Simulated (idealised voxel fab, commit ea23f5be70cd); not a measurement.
Process module heading - voxel transistor to metal
We display cut, a cross-section 260 nm in width whose square cells are each 5 nm.
For the purposes of this document, a cross-section shall be understood as a grid of square cells, specified as bands listed in top-to-bottom order, each band consisting of one or more rows of cells. It is stipulated that each band's entry specify, in nanometres, the height of the top of the band and then that of its bottom, followed by the materials of the band in left-to-right sequence, each together with its width in nanometres. A single material marked by the word "all across" is understood to fill the band from edge to edge; the word "air" is understood to denote empty space. Ref level 0: as-received wafer is one material below here. Bottom band extends down with no lower bound ("from 0 down"). The notation "30 to 40" denotes a width that varies across the rows of cells in the band, beginning at the first number in the top row, finishing at the second number in the bottom row, and changing by an identical amount from each row to the next. Any step labelled "no alterations made" changed none of the cells in the cross-section. Look at "Fully closed voids" for the closed voids: empty spaces with no open path to the top, sized 8 cells or up. Each is width x height at distance, distance from the left edge, all nm. Text after the settings on a step's line: the simulator's own remark on that step. Regarding "overlay nm": on a step with a mask, it is the distance the mask lay to the right of its planned place; a negative value places it to the left.

## Process steps (planned)
1) RECEIVE | material Si
2) CONFORMAL_DEP | material SiO2 | thk nm 5
3) CONFORMAL_DEP | material SiN | thk nm 15
4) DIRECTIONAL_DEP | material aC | thk nm 15
5) PATTERN | tone cover | mask id ACTIVE | material resist | width nm 105 | pitch nm 125 | thk nm 35 | overlay nm 0
6) DIRECTIONAL_ETCH | etch materials aC | depth nm 15
7) STRIP | etch materials resist
8) DIRECTIONAL_ETCH | etch materials SiN | depth nm 15
9) DIRECTIONAL_ETCH | etch materials SiO2 | depth nm 5
10) DIRECTIONAL_ETCH | etch materials Si | depth nm 30
11) STRIP | etch materials aC
12) FILL_DEP | material SiO2 | thk nm 10
13) CMP | height nm 20
14) SELECTIVE_ETCH | etch materials SiO2 | depth nm 5
15) STRIP | etch materials SiN
16) SELECTIVE_ETCH | etch materials SiO2 | depth nm 5
17) OXIDIZE | depth nm 5
18) DIRECTIONAL_DEP | material polySi | thk nm 25
19) DIRECTIONAL_DEP | material SiCN | thk nm 10
20) MASKED_ETCH | tone cover | mask id GATE | width nm 15 | pitch nm 125 | etch materials SiCN | depth nm 20 | overlay nm 0
21) MASKED_ETCH | tone cover | mask id GATE | width nm 15 | pitch nm 125 | etch materials polySi | depth nm 35 | overlay nm 0
22) CONFORMAL_DEP | material SiN | thk nm 5
23) DIRECTIONAL_ETCH | etch materials SiN | depth nm 5
24) DIRECTIONAL_ETCH | etch materials SiO2 | depth nm 5
25) EPI | material nSi | thk nm 5
26) FILL_DEP | material SiO2 | thk nm 10
27) CMP | height nm 35
28) DIRECTIONAL_DEP | material SiO2 | thk nm 10
29) DIRECTIONAL_DEP | material aC | thk nm 10
30) PATTERN | tone open | mask id CONTACT | material resist | width nm 20 | thk nm 25 | overlay nm 0
31) DIRECTIONAL_ETCH | etch materials aC | depth nm 10
32) STRIP | etch materials resist
33) DIRECTIONAL_ETCH | etch materials SiO2 | depth nm 45
34) STRIP | etch materials aC
35) CONFORMAL_DEP | material TiN | thk nm 5
36) FILL_DEP | material W | thk nm 10
37) CMP | height nm 45
38) DIRECTIONAL_DEP | material TiN | thk nm 5
39) DIRECTIONAL_DEP | material W | thk nm 20
40) MASKED_ETCH | tone cover | mask id METAL_1 | width nm 20 | etch materials W | depth nm 20 | overlay nm 0
41) MASKED_ETCH | tone cover | mask id METAL_1 | width nm 20 | etch materials TiN | depth nm 5 | overlay nm 0
42) FILL_DEP | material lowk | thk nm 5
43) CMP | height nm 70
44) CONFORMAL_DEP | material SiCN | thk nm 5
45) DIRECTIONAL_DEP | material SiO2 | thk nm 25
46) PATTERN | tone open | mask id METAL_2 | material resist | width nm 20 | pitch nm 125 | thk nm 15 | overlay nm 0
47) DIRECTIONAL_ETCH | etch materials SiO2 | depth nm 15
48) STRIP | etch materials resist
49) PATTERN | tone open | mask id METAL_2_HOLES | material resist | width nm 15 | pitch nm 125 | thk nm 20 | overlay nm 0
50) DIRECTIONAL_ETCH | etch materials SiO2 | depth nm 10
51) DIRECTIONAL_ETCH | etch materials SiCN | depth nm 5
52) STRIP | etch materials resist
53) CONFORMAL_DEP | material TiN | thk nm 5
54) FILL_DEP | material Ru | thk nm 10
55) CMP | height nm 100
56) CONFORMAL_DEP | material SiN | thk nm 5

## The first of a set of two wafers, run to plan

## Incoming wafer in cross-section (state: after step 1)
from 0 down: Si all across
Fully closed voids: none

## Cross-sectional representation of the wafer at the conclusion of step 2
from 5 to 0: SiO2 all across
Everything below 0 is unchanged.

## Cross-sectional representation of the wafer at the conclusion of step 3
from 20 to 5: SiN all across
Everything below 5 is unchanged.

## Cross-sectional representation of the wafer at the conclusion of step 4
from 35 to 20: aC all across
Everything below 20 is unchanged.

## Cross-sectional representation of the wafer at the conclusion of step 5
from 70 to 35: 15 air  105 resist  20 air  105 resist  15 air
Everything below 35 is unchanged.

## Cross-sectional representation of the wafer at the conclusion of step 6
from 55 to 35: 15 air  105 resist  20 air  105 resist  15 air
from 35 to 20: 15 air  105 aC  20 air  105 aC  15 air
Everything below 20 is unchanged.

## Cross-sectional representation of the wafer at the conclusion of step 7
from 35 to 20: 15 air  105 aC  20 air  105 aC  15 air
Everything below 20 is unchanged.

## Cross-sectional representation of the wafer at the conclusion of step 8
from 35 to 20: 15 air  105 aC  20 air  105 aC  15 air
from 20 to 5: 15 air  105 SiN  20 air  105 SiN  15 air
Everything below 5 is unchanged.

## Cross-sectional representation of the wafer at the conclusion of step 9
from 35 to 20: 15 air  105 aC  20 air  105 aC  15 air
from 20 to 5: 15 air  105 SiN  20 air  105 SiN  15 air
from 5 to 0: 15 air  105 SiO2  20 air  105 SiO2  15 air
Everything below 0 is unchanged.

## Cross-sectional representation of the wafer at the conclusion of step 10
from 35 to 20: 15 air  105 aC  20 air  105 aC  15 air
from 20 to 5: 15 air  105 SiN  20 air  105 SiN  15 air
from 5 to 0: 15 air  105 SiO2  20 air  105 SiO2  15 air
from 0 to -30: 15 air  105 Si  20 air  105 Si  15 air
Everything below -30 is unchanged.

## Cross-sectional representation of the wafer at the conclusion of step 11
from 20 to 5: 15 air  105 SiN  20 air  105 SiN  15 air
Everything below 5 is unchanged.

## Cross-sectional representation of the wafer at the conclusion of step 12
from 30 to 20: SiO2 all across
from 20 to 5: 15 SiO2  105 SiN  20 SiO2  105 SiN  15 SiO2
from 5 to 0: SiO2 all across
from 0 to -30: 15 SiO2  105 Si  20 SiO2  105 Si  15 SiO2
Everything below -30 is unchanged.

## Cross-sectional representation of the wafer at the conclusion of step 13
from 20 to 5: 15 SiO2  105 SiN  20 SiO2  105 SiN  15 SiO2
Everything below 5 is unchanged.

## Cross-sectional representation of the wafer at the conclusion of step 14
from 20 to 15: 15 air  105 SiN  20 air  105 SiN  15 air
Everything below 15 is unchanged.

## Cross-sectional representation of the wafer at the conclusion of step 15
from 15 to 5: 15 SiO2  105 air  20 SiO2  105 air  15 SiO2
Everything below 5 is unchanged.

## Cross-sectional representation of the wafer at the conclusion of step 16
from 10 to 0: 10 SiO2  115 air  10 SiO2  115 air  10 SiO2
Everything below 0 is unchanged.

## Cross-sectional representation of the wafer at the conclusion of step 17
from 10 to 0: 10 SiO2  115 air  10 SiO2  115 air  10 SiO2
from 0 to -5: SiO2 all across
Everything below -5 is unchanged.

## Cross-sectional representation of the wafer at the conclusion of step 18
from 35 to 25: 10 polySi  115 air  10 polySi  115 air  10 polySi
from 25 to 10: polySi all across
from 10 to 0: 10 SiO2  115 polySi  10 SiO2  115 polySi  10 SiO2
Everything below 0 is unchanged.

## Cross-sectional representation of the wafer at the conclusion of step 19
from 45 to 35: 10 SiCN  115 air  10 SiCN  115 air  10 SiCN
from 35 to 25: 10 polySi  115 SiCN  10 polySi  115 SiCN  10 polySi
Everything below 25 is unchanged.

## Cross-sectional representation of the wafer at the conclusion of step 20
from 35 to 25: 10 polySi  50 air  15 SiCN  50 air  10 polySi  50 air  15 SiCN  50 air  10 polySi
Everything below 25 is unchanged.

## Cross-sectional representation of the wafer at the conclusion of step 21
from 35 to 25: 60 air  15 SiCN  110 air  15 SiCN  60 air
from 25 to 10: 60 air  15 polySi  110 air  15 polySi  60 air
from 10 to 0: 10 SiO2  50 air  15 polySi  50 air  10 SiO2  50 air  15 polySi  50 air  10 SiO2
Everything below 0 is unchanged.

## Cross-sectional representation of the wafer at the conclusion of step 22
from 40 to 35: 55 air  25 SiN  100 air  25 SiN  55 air
from 35 to 25: 55 air  5 SiN  15 SiCN  5 SiN  100 air  5 SiN  15 SiCN  5 SiN  55 air
from 25 to 15: 55 air  5 SiN  15 polySi  5 SiN  100 air  5 SiN  15 polySi  5 SiN  55 air
from 15 to 10: 15 SiN  40 air  5 SiN  15 polySi  5 SiN  40 air  20 SiN  40 air  5 SiN  15 polySi  5 SiN  40 air  15 SiN
from 10 to 5: 10 SiO2  5 SiN  40 air  5 SiN  15 polySi  5 SiN  40 air  5 SiN  10 SiO2  5 SiN  40 air  5 SiN  15 polySi  5 SiN  40 air  5 SiN  10 SiO2
from 5 to 0: 10 SiO2  50 SiN  15 polySi  50 SiN  10 SiO2  50 SiN  15 polySi  50 SiN  10 SiO2
Everything below 0 is unchanged.

## Cross-sectional representation of the wafer at the conclusion of step 23
from 35 to 25: 55 air  5 SiN  15 SiCN  5 SiN  100 air  5 SiN  15 SiCN  5 SiN  55 air
from 25 to 10: 55 air  5 SiN  15 polySi  5 SiN  100 air  5 SiN  15 polySi  5 SiN  55 air
from 10 to 0: 10 SiO2  5 SiN  40 air  5 SiN  15 polySi  5 SiN  40 air  5 SiN  10 SiO2  5 SiN  40 air  5 SiN  15 polySi  5 SiN  40 air  5 SiN  10 SiO2
Everything below 0 is unchanged.

## Cross-sectional representation of the wafer at the conclusion of step 24
from 35 to 25: 55 air  5 SiN  15 SiCN  5 SiN  100 air  5 SiN  15 SiCN  5 SiN  55 air
from 25 to 10: 55 air  5 SiN  15 polySi  5 SiN  100 air  5 SiN  15 polySi  5 SiN  55 air
from 10 to 5: 10 air  5 SiN  40 air  5 SiN  15 polySi  5 SiN  40 air  5 SiN  10 air  5 SiN  40 air  5 SiN  15 polySi  5 SiN  40 air  5 SiN  10 air
from 5 to 0: 10 SiO2  5 SiN  40 air  5 SiN  15 polySi  5 SiN  40 air  5 SiN  10 SiO2  5 SiN  40 air  5 SiN  15 polySi  5 SiN  40 air  5 SiN  10 SiO2
from 0 to -5: 15 SiO2  40 air  25 SiO2  40 air  20 SiO2  40 air  25 SiO2  40 air  15 SiO2
Everything below -5 is unchanged.

## Cross-sectional representation of the wafer at the conclusion of step 25
from 35 to 25: 55 air  5 SiN  15 SiCN  5 SiN  100 air  5 SiN  15 SiCN  5 SiN  55 air
from 25 to 10: 55 air  5 SiN  15 polySi  5 SiN  100 air  5 SiN  15 polySi  5 SiN  55 air
from 10 to 5: 10 air  5 SiN  40 air  5 SiN  15 polySi  5 SiN  40 air  5 SiN  10 air  5 SiN  40 air  5 SiN  15 polySi  5 SiN  40 air  5 SiN  10 air
from 5 to 0: 10 SiO2  5 SiN  40 air  5 SiN  15 polySi  5 SiN  40 air  5 SiN  10 SiO2  5 SiN  40 air  5 SiN  15 polySi  5 SiN  40 air  5 SiN  10 SiO2
from 0 to -5: 15 SiO2  40 nSi  25 SiO2  40 nSi  20 SiO2  40 nSi  25 SiO2  40 nSi  15 SiO2
Everything below -5 is unchanged.

## Cross-sectional representation of the wafer at the conclusion of step 26
from 45 to 35: SiO2 all across
from 35 to 25: 55 SiO2  5 SiN  15 SiCN  5 SiN  100 SiO2  5 SiN  15 SiCN  5 SiN  55 SiO2
from 25 to 10: 55 SiO2  5 SiN  15 polySi  5 SiN  100 SiO2  5 SiN  15 polySi  5 SiN  55 SiO2
from 10 to 0: 10 SiO2  5 SiN  40 SiO2  5 SiN  15 polySi  5 SiN  40 SiO2  5 SiN  10 SiO2  5 SiN  40 SiO2  5 SiN  15 polySi  5 SiN  40 SiO2  5 SiN  10 SiO2
Everything below 0 is unchanged.

## Cross-sectional representation of the wafer at the conclusion of step 27
from 35 to 25: 55 SiO2  5 SiN  15 SiCN  5 SiN  100 SiO2  5 SiN  15 SiCN  5 SiN  55 SiO2
Everything below 25 is unchanged.

## Cross-sectional representation of the wafer at the conclusion of step 28
from 45 to 35: SiO2 all across
Everything below 35 is unchanged.

## Cross-sectional representation of the wafer at the conclusion of step 29
from 55 to 45: aC all across
Everything below 45 is unchanged.

## Cross-sectional representation of the wafer at the conclusion of step 30
from 80 to 55: 20 resist  20 air  55 resist  20 air  30 resist  20 air  55 resist  20 air  20 resist
Everything below 55 is unchanged.

## Cross-sectional representation of the wafer at the conclusion of step 31
from 70 to 55: 20 resist  20 air  55 resist  20 air  30 resist  20 air  55 resist  20 air  20 resist
from 55 to 45: 20 aC  20 air  55 aC  20 air  30 aC  20 air  55 aC  20 air  20 aC
Everything below 45 is unchanged.

## Cross-sectional representation of the wafer at the conclusion of step 32
from 55 to 45: 20 aC  20 air  55 aC  20 air  30 aC  20 air  55 aC  20 air  20 aC
Everything below 45 is unchanged.

## Cross-sectional representation of the wafer at the conclusion of step 33
from 55 to 45: 20 aC  20 air  55 aC  20 air  30 aC  20 air  55 aC  20 air  20 aC
from 45 to 35: 20 SiO2  20 air  55 SiO2  20 air  30 SiO2  20 air  55 SiO2  20 air  20 SiO2
from 35 to 25: 20 SiO2  20 air  15 SiO2  5 SiN  15 SiCN  5 SiN  15 SiO2  20 air  30 SiO2  20 air  15 SiO2  5 SiN  15 SiCN  5 SiN  15 SiO2  20 air  20 SiO2
from 25 to 10: 20 SiO2  20 air  15 SiO2  5 SiN  15 polySi  5 SiN  15 SiO2  20 air  30 SiO2  20 air  15 SiO2  5 SiN  15 polySi  5 SiN  15 SiO2  20 air  20 SiO2
from 10 to 0: 10 SiO2  5 SiN  5 SiO2  20 air  15 SiO2  5 SiN  15 polySi  5 SiN  15 SiO2  20 air  5 SiO2  5 SiN  10 SiO2  5 SiN  5 SiO2  20 air  15 SiO2  5 SiN  15 polySi  5 SiN  15 SiO2  20 air  5 SiO2  5 SiN  10 SiO2
Everything below 0 is unchanged.

## Cross-sectional representation of the wafer at the conclusion of step 34
from 45 to 35: 20 SiO2  20 air  55 SiO2  20 air  30 SiO2  20 air  55 SiO2  20 air  20 SiO2
Everything below 35 is unchanged.

## Cross-sectional representation of the wafer at the conclusion of step 35
from 50 to 45: 25 TiN  10 air  65 TiN  10 air  40 TiN  10 air  65 TiN  10 air  25 TiN
from 45 to 35: 20 SiO2  5 TiN  10 air  5 TiN  55 SiO2  5 TiN  10 air  5 TiN  30 SiO2  5 TiN  10 air  5 TiN  55 SiO2  5 TiN  10 air  5 TiN  20 SiO2
from 35 to 25: 20 SiO2  5 TiN  10 air  5 TiN  15 SiO2  5 SiN  15 SiCN  5 SiN  15 SiO2  5 TiN  10 air  5 TiN  30 SiO2  5 TiN  10 air  5 TiN  15 SiO2  5 SiN  15 SiCN  5 SiN  15 SiO2  5 TiN  10 air  5 TiN  20 SiO2
from 25 to 10: 20 SiO2  5 TiN  10 air  5 TiN  15 SiO2  5 SiN  15 polySi  5 SiN  15 SiO2  5 TiN  10 air  5 TiN  30 SiO2  5 TiN  10 air  5 TiN  15 SiO2  5 SiN  15 polySi  5 SiN  15 SiO2  5 TiN  10 air  5 TiN  20 SiO2
from 10 to 5: 10 SiO2  5 SiN  5 SiO2  5 TiN  10 air  5 TiN  15 SiO2  5 SiN  15 polySi  5 SiN  15 SiO2  5 TiN  10 air  5 TiN  5 SiO2  5 SiN  10 SiO2  5 SiN  5 SiO2  5 TiN  10 air  5 TiN  15 SiO2  5 SiN  15 polySi  5 SiN  15 SiO2  5 TiN  10 air  5 TiN  5 SiO2  5 SiN  10 SiO2
from 5 to 0: 10 SiO2  5 SiN  5 SiO2  20 TiN  15 SiO2  5 SiN  15 polySi  5 SiN  15 SiO2  20 TiN  5 SiO2  5 SiN  10 SiO2  5 SiN  5 SiO2  20 TiN  15 SiO2  5 SiN  15 polySi  5 SiN  15 SiO2  20 TiN  5 SiO2  5 SiN  10 SiO2
Everything below 0 is unchanged.

## Cross-sectional representation of the wafer at the conclusion of step 36
from 60 to 50: W all across
from 50 to 45: 25 TiN  10 W  65 TiN  10 W  40 TiN  10 W  65 TiN  10 W  25 TiN
from 45 to 35: 20 SiO2  5 TiN  10 W  5 TiN  55 SiO2  5 TiN  10 W  5 TiN  30 SiO2  5 TiN  10 W  5 TiN  55 SiO2  5 TiN  10 W  5 TiN  20 SiO2
from 35 to 25: 20 SiO2  5 TiN  10 W  5 TiN  15 SiO2  5 SiN  15 SiCN  5 SiN  15 SiO2  5 TiN  10 W  5 TiN  30 SiO2  5 TiN  10 W  5 TiN  15 SiO2  5 SiN  15 SiCN  5 SiN  15 SiO2  5 TiN  10 W  5 TiN  20 SiO2
from 25 to 10: 20 SiO2  5 TiN  10 W  5 TiN  15 SiO2  5 SiN  15 polySi  5 SiN  15 SiO2  5 TiN  10 W  5 TiN  30 SiO2  5 TiN  10 W  5 TiN  15 SiO2  5 SiN  15 polySi  5 SiN  15 SiO2  5 TiN  10 W  5 TiN  20 SiO2
from 10 to 5: 10 SiO2  5 SiN  5 SiO2  5 TiN  10 W  5 TiN  15 SiO2  5 SiN  15 polySi  5 SiN  15 SiO2  5 TiN  10 W  5 TiN  5 SiO2  5 SiN  10 SiO2  5 SiN  5 SiO2  5 TiN  10 W  5 TiN  15 SiO2  5 SiN  15 polySi  5 SiN  15 SiO2  5 TiN  10 W  5 TiN  5 SiO2  5 SiN  10 SiO2
Everything below 5 is unchanged.

## Cross-sectional representation of the wafer at the conclusion of step 37
from 45 to 35: 20 SiO2  5 TiN  10 W  5 TiN  55 SiO2  5 TiN  10 W  5 TiN  30 SiO2  5 TiN  10 W  5 TiN  55 SiO2  5 TiN  10 W  5 TiN  20 SiO2
Everything below 35 is unchanged.

## Cross-sectional representation of the wafer at the conclusion of step 38
from 50 to 45: TiN all across
Everything below 45 is unchanged.

## Cross-sectional representation of the wafer at the conclusion of step 39
from 70 to 50: W all across
Everything below 50 is unchanged.

## Cross-sectional representation of the wafer at the conclusion of step 40
from 70 to 50: 20 air  20 W  55 air  20 W  30 air  20 W  55 air  20 W  20 air
Everything below 50 is unchanged.

## Cross-sectional representation of the wafer at the conclusion of step 41
from 70 to 50: 20 air  20 W  55 air  20 W  30 air  20 W  55 air  20 W  20 air
from 50 to 45: 20 air  20 TiN  55 air  20 TiN  30 air  20 TiN  55 air  20 TiN  20 air
Everything below 45 is unchanged.

## Cross-sectional representation of the wafer at the conclusion of step 42
from 75 to 70: lowk all across
from 70 to 50: 20 lowk  20 W  55 lowk  20 W  30 lowk  20 W  55 lowk  20 W  20 lowk
from 50 to 45: 20 lowk  20 TiN  55 lowk  20 TiN  30 lowk  20 TiN  55 lowk  20 TiN  20 lowk
Everything below 45 is unchanged.

## Cross-sectional representation of the wafer at the conclusion of step 43
from 70 to 50: 20 lowk  20 W  55 lowk  20 W  30 lowk  20 W  55 lowk  20 W  20 lowk
Everything below 50 is unchanged.

## Cross-sectional representation of the wafer at the conclusion of step 44
from 75 to 70: SiCN all across
Everything below 70 is unchanged.

## Cross-sectional representation of the wafer at the conclusion of step 45
from 100 to 75: SiO2 all across
Everything below 75 is unchanged.

## Cross-sectional representation of the wafer at the conclusion of step 46
from 115 to 100: 20 resist  20 air  105 resist  20 air  95 resist
Everything below 100 is unchanged.

## Cross-sectional representation of the wafer at the conclusion of step 47
from 115 to 100: 20 resist  20 air  105 resist  20 air  95 resist
from 100 to 85: 20 SiO2  20 air  105 SiO2  20 air  95 SiO2
Everything below 85 is unchanged.

## Cross-sectional representation of the wafer at the conclusion of step 48
from 100 to 85: 20 SiO2  20 air  105 SiO2  20 air  95 SiO2
Everything below 85 is unchanged.

## Cross-sectional representation of the wafer at the conclusion of step 49
from 120 to 100: 20 resist  15 air  110 resist  15 air  100 resist
from 100 to 85: 20 SiO2  15 air  5 resist  105 SiO2  15 air  5 resist  95 SiO2
Everything below 85 is unchanged.

## Cross-sectional representation of the wafer at the conclusion of step 50
from 120 to 100: 20 resist  15 air  110 resist  15 air  100 resist
from 100 to 85: 20 SiO2  15 air  5 resist  105 SiO2  15 air  5 resist  95 SiO2
from 85 to 75: 20 SiO2  15 air  110 SiO2  15 air  100 SiO2
Everything below 75 is unchanged.

## Cross-sectional representation of the wafer at the conclusion of step 51
from 120 to 100: 20 resist  15 air  110 resist  15 air  100 resist
from 100 to 85: 20 SiO2  15 air  5 resist  105 SiO2  15 air  5 resist  95 SiO2
from 85 to 75: 20 SiO2  15 air  110 SiO2  15 air  100 SiO2
from 75 to 70: 20 SiCN  15 air  110 SiCN  15 air  100 SiCN
Everything below 70 is unchanged.

## Cross-sectional representation of the wafer at the conclusion of step 52
from 100 to 85: 20 SiO2  20 air  105 SiO2  20 air  95 SiO2
Everything below 85 is unchanged.

## Cross-sectional representation of the wafer at the conclusion of step 53
from 105 to 100: 25 TiN  10 air  115 TiN  10 air  100 TiN
from 100 to 90: 20 SiO2  5 TiN  10 air  5 TiN  105 SiO2  5 TiN  10 air  5 TiN  95 SiO2
from 90 to 85: 20 SiO2  5 TiN  5 air  10 TiN  105 SiO2  5 TiN  5 air  10 TiN  95 SiO2
from 85 to 75: 20 SiO2  5 TiN  5 air  5 TiN  110 SiO2  5 TiN  5 air  5 TiN  100 SiO2
from 75 to 70: 20 SiCN  15 TiN  110 SiCN  15 TiN  100 SiCN
Everything below 70 is unchanged.

## Cross-sectional representation of the wafer at the conclusion of step 54
from 115 to 105: Ru all across
from 105 to 100: 25 TiN  10 Ru  115 TiN  10 Ru  100 TiN
from 100 to 90: 20 SiO2  5 TiN  10 Ru  5 TiN  105 SiO2  5 TiN  10 Ru  5 TiN  95 SiO2
from 90 to 85: 20 SiO2  5 TiN  5 Ru  10 TiN  105 SiO2  5 TiN  5 Ru  10 TiN  95 SiO2
from 85 to 75: 20 SiO2  5 TiN  5 Ru  5 TiN  110 SiO2  5 TiN  5 Ru  5 TiN  100 SiO2
Everything below 75 is unchanged.

## Cross-sectional representation of the wafer at the conclusion of step 55
from 100 to 90: 20 SiO2  5 TiN  10 Ru  5 TiN  105 SiO2  5 TiN  10 Ru  5 TiN  95 SiO2
Everything below 90 is unchanged.

## Cross-sectional representation of the wafer at the conclusion of step 56
from 105 to 100: SiN all across
Everything below 100 is unchanged.

## Here the second wafer is described. Its start and its plan were those of the first wafer. Its run contained one mistake. Up to and including step 39, it did exactly what the first wafer did

## Cross-section of the second wafer corresponding to the planned conclusion of step 40
from 70 to 50: 20 W  20 air  55 W  20 air  30 W  20 air  55 W  20 air  20 W
Everything below 50 is unchanged.

Cross-section of the second wafer corresponding to the planned conclusion of step 41: no alterations made

## Cross-section of the second wafer corresponding to the planned conclusion of step 42
from 75 to 70: lowk all across
from 70 to 50: 20 W  20 lowk  55 W  20 lowk  30 W  20 lowk  55 W  20 lowk  20 W
Everything below 50 is unchanged.

## Cross-section of the second wafer corresponding to the planned conclusion of step 43
from 70 to 50: 20 W  20 lowk  55 W  20 lowk  30 W  20 lowk  55 W  20 lowk  20 W
Everything below 50 is unchanged.

## Cross-section of the second wafer corresponding to the planned conclusion of step 44
from 75 to 70: SiCN all across
Everything below 70 is unchanged.

## Cross-section of the second wafer corresponding to the planned conclusion of step 45
from 100 to 75: SiO2 all across
Everything below 75 is unchanged.

## Cross-section of the second wafer corresponding to the planned conclusion of step 46
from 115 to 100: 20 resist  20 air  105 resist  20 air  95 resist
Everything below 100 is unchanged.

## Cross-section of the second wafer corresponding to the planned conclusion of step 47
from 115 to 100: 20 resist  20 air  105 resist  20 air  95 resist
from 100 to 85: 20 SiO2  20 air  105 SiO2  20 air  95 SiO2
Everything below 85 is unchanged.

## Cross-section of the second wafer corresponding to the planned conclusion of step 48
from 100 to 85: 20 SiO2  20 air  105 SiO2  20 air  95 SiO2
Everything below 85 is unchanged.

## Cross-section of the second wafer corresponding to the planned conclusion of step 49
from 120 to 100: 20 resist  15 air  110 resist  15 air  100 resist
from 100 to 85: 20 SiO2  15 air  5 resist  105 SiO2  15 air  5 resist  95 SiO2
Everything below 85 is unchanged.

## Cross-section of the second wafer corresponding to the planned conclusion of step 50
from 120 to 100: 20 resist  15 air  110 resist  15 air  100 resist
from 100 to 85: 20 SiO2  15 air  5 resist  105 SiO2  15 air  5 resist  95 SiO2
from 85 to 75: 20 SiO2  15 air  110 SiO2  15 air  100 SiO2
Everything below 75 is unchanged.

## Cross-section of the second wafer corresponding to the planned conclusion of step 51
from 120 to 100: 20 resist  15 air  110 resist  15 air  100 resist
from 100 to 85: 20 SiO2  15 air  5 resist  105 SiO2  15 air  5 resist  95 SiO2
from 85 to 75: 20 SiO2  15 air  110 SiO2  15 air  100 SiO2
from 75 to 70: 20 SiCN  15 air  110 SiCN  15 air  100 SiCN
Everything below 70 is unchanged.

## Cross-section of the second wafer corresponding to the planned conclusion of step 52
from 100 to 85: 20 SiO2  20 air  105 SiO2  20 air  95 SiO2
Everything below 85 is unchanged.

## Cross-section of the second wafer corresponding to the planned conclusion of step 53
from 105 to 100: 25 TiN  10 air  115 TiN  10 air  100 TiN
from 100 to 90: 20 SiO2  5 TiN  10 air  5 TiN  105 SiO2  5 TiN  10 air  5 TiN  95 SiO2
from 90 to 85: 20 SiO2  5 TiN  5 air  10 TiN  105 SiO2  5 TiN  5 air  10 TiN  95 SiO2
from 85 to 75: 20 SiO2  5 TiN  5 air  5 TiN  110 SiO2  5 TiN  5 air  5 TiN  100 SiO2
from 75 to 70: 20 SiCN  15 TiN  110 SiCN  15 TiN  100 SiCN
Everything below 70 is unchanged.

## Cross-section of the second wafer corresponding to the planned conclusion of step 54
from 115 to 105: Ru all across
from 105 to 100: 25 TiN  10 Ru  115 TiN  10 Ru  100 TiN
from 100 to 90: 20 SiO2  5 TiN  10 Ru  5 TiN  105 SiO2  5 TiN  10 Ru  5 TiN  95 SiO2
from 90 to 85: 20 SiO2  5 TiN  5 Ru  10 TiN  105 SiO2  5 TiN  5 Ru  10 TiN  95 SiO2
from 85 to 75: 20 SiO2  5 TiN  5 Ru  5 TiN  110 SiO2  5 TiN  5 Ru  5 TiN  100 SiO2
Everything below 75 is unchanged.

## Cross-section of the second wafer corresponding to the planned conclusion of step 55
from 100 to 90: 20 SiO2  5 TiN  10 Ru  5 TiN  105 SiO2  5 TiN  10 Ru  5 TiN  95 SiO2
Everything below 90 is unchanged.

## Cross-section of the second wafer corresponding to the planned conclusion of step 56
from 105 to 100: SiN all across
Everything below 100 is unchanged.
Heads up, the wafer didn't run the way we planned it: the process deviated at step 40: the operation and settings actually run there were MASKED_ETCH | tone open | mask id METAL_1 | width nm 20 | etch materials W | depth nm 20 | overlay nm 0
Once processing is complete, comparing cell counts shows that the second wafer has more or fewer of certain materials than the first: TiN +36; W +80; lowk -116
